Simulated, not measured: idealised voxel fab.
process module | voxel self aligned vias
cross-section cut | 250 nm wide | cells 5 nm
A cross-section is a grid of square cells, given in bands from the top down. A band is one or more rows of cells.
Each band's line starts with the height of the band's top and of its bottom, in nm. Then come its materials from left to right, each with its width in nm. One material with "throughout" fills the band from edge to edge. "air" is empty space.
Height 0 is the level under which the wafer as received is all one material. The lowest band goes on downwards, as in "0 down".
A width such as "30 to 40" changes by the same amount from each row of cells to the next, from the band's top row to its bottom row.
"no change" after a step means that no cell of the cross-section changed.
closed voids: empty space of 8 cells or more with no open way to the top, each as width x height at its distance from the left edge, in nm
after a step's settings: what the simulator itself notes on the step
overlay nm, on a step with a mask: how far to the right of its planned place the mask lay; to the left if negative
plan
1 op RECEIVE | material Si
2 op CONFORMAL_DEP | material SiO2 | thk nm 15
3 op CONFORMAL_DEP | material SiCN | thk nm 5
4 op DIRECTIONAL_DEP | material SiO2 | thk nm 30
5 op PATTERN | tone open | mask id LINES | material resist | width nm 30 | pitch nm 65 | thk nm 15 | overlay nm 0
6 op DIRECTIONAL_ETCH | etch materials SiO2 | depth nm 30
7 op STRIP | etch materials resist
8 op CONFORMAL_DEP | material TiN | thk nm 5
9 op FILL_DEP | material Ru | thk nm 5
10 op CMP | height nm 50
11 op SELECTIVE_ETCH | etch materials W Ru TiN | depth nm 5
12 op FILL_DEP | material SiN | thk nm 10
13 op CMP | height nm 50
14 op DIRECTIONAL_DEP | material SiO2 | thk nm 15
15 op MASKED_ETCH | tone open | mask id VIAS | width nm 50 | pitch nm 65 | etch materials SiO2 | depth nm 15 | overlay nm 0
16 op MASKED_ETCH | tone open | mask id VIAS | width nm 50 | pitch nm 65 | etch materials SiN | depth nm 5 | overlay nm -15
17 op CONFORMAL_DEP | material TiN | thk nm 5
18 op FILL_DEP | material W | thk nm 10
19 op CMP | height nm 65
20 op CONFORMAL_DEP | material SiN | thk nm 5
varied across the wafers: overlay nm of step 16. The plan shows the first wafer's value. All wafers start alike
first wafer as received, after step 1
  0 down: Si throughout
  closed voids: none
each wafer at the end: cells of each material gained (+) or lost (-) since it was received, then its closed voids
overlay nm -15 | +32 Ru | +50 SiCN | +52 SiN | +468 SiO2 | +60 TiN | +38 W | closed voids: none
overlay nm -10 | +32 Ru | +50 SiCN | +50 SiN | +468 SiO2 | +60 TiN | +40 W | closed voids: none
overlay nm -5 | +32 Ru | +50 SiCN | +50 SiN | +468 SiO2 | +60 TiN | +40 W | closed voids: none
overlay nm 0 | +32 Ru | +50 SiCN | +50 SiN | +468 SiO2 | +60 TiN | +40 W | closed voids: none
overlay nm 5 | +32 Ru | +50 SiCN | +50 SiN | +468 SiO2 | +60 TiN | +40 W | closed voids: none
overlay nm 10 | +32 Ru | +50 SiCN | +50 SiN | +468 SiO2 | +60 TiN | +40 W | closed voids: none
overlay nm 15 | +32 Ru | +50 SiCN | +52 SiN | +468 SiO2 | +60 TiN | +38 W | closed voids: none
